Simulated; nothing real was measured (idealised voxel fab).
process module | voxel ribs on slabs
cross-section cut | 165 nm wide | cells 5 nm
A cross-section is a grid of square cells, given in bands from the top down. A band is one or more rows of cells.
Each band's line starts with the height of the band's top and of its bottom, in nm. Then come its materials from left to right, each with its width in nm. One material with "throughout" fills the band from edge to edge. "air" is empty space.
Height 0 is the level under which the wafer as received is all one material. The lowest band goes on downwards, as in "0 down".
A width such as "30 to 40" changes by the same amount from each row of cells to the next, from the band's top row to its bottom row.
"no change" after a step means that no cell of the cross-section changed.
closed voids: empty space of 8 cells or more with no open way to the top, each as width x height at its distance from the left edge, in nm
after a step's settings: what the simulator itself notes on the step
overlay nm, on a step with a mask: how far to the right of its planned place the mask lay; to the left if negative
plan
1 op RECEIVE | material Si
2 op DIRECTIONAL_DEP | material SiO2 | thk nm 30
3 op DIRECTIONAL_DEP | material SiN | thk nm 25
4 op MASKED_ETCH | tone cover | mask id RIB | width nm 25 | etch materials SiN | depth nm 15 | overlay nm 0
5 op DIRECTIONAL_DEP | material aC | thk nm 15
6 op PATTERN | tone cover | mask id SLAB | material resist | width nm 55 | thk nm 30 | overlay nm 0
7 op DIRECTIONAL_ETCH | etch materials aC | depth nm 15
8 op STRIP | etch materials resist
9 op DIRECTIONAL_ETCH | etch materials SiN | depth nm 10
10 op STRIP | etch materials aC
11 op FILL_DEP | material SiO2 | thk nm 15
12 op CMP | height nm 65
13 op DIRECTIONAL_DEP | material W | thk nm 5
14 op PATTERN | tone cover | mask id HEATER | material resist | width nm 35 | thk nm 20 | overlay nm 0
15 op DIRECTIONAL_ETCH | etch materials W | depth nm 5
16 op STRIP | etch materials resist
17 op CONFORMAL_DEP | material SiO2 | thk nm 5
as received, after step 1
  0 down: Si throughout
  closed voids: none
first wafer at the end, as planned
  75 to 70: air 60 | SiO2 45 | air 60
  70 to 65: SiO2 65 | W 35 | SiO2 65
  65 to 55: SiO2 throughout
  55 to 40: SiO2 70 | SiN 25 | SiO2 70
  40 to 30: SiO2 55 | SiN 55 | SiO2 55
  30 to 0: SiO2 throughout
  0 down: Si throughout
  closed voids: none
second wafer at the end: like start, like plan, one mistake
  75 to 70: air 60 | SiO2 50 | air 55
  70 to 65: SiO2 65 | W 40 | SiO2 60
  65 to 55: SiO2 throughout
  55 to 40: SiO2 70 | SiN 25 | SiO2 70
  40 to 30: SiO2 55 | SiN 55 | SiO2 55
  30 to 0: SiO2 throughout
  0 down: Si throughout
  closed voids: none
what went wrong: step 14 ran as: op PATTERN | tone cover | mask id HEATER | material resist | width nm 40 | thk nm 20 | overlay nm 0
at the end the second wafer has, in cells: 1 more of W
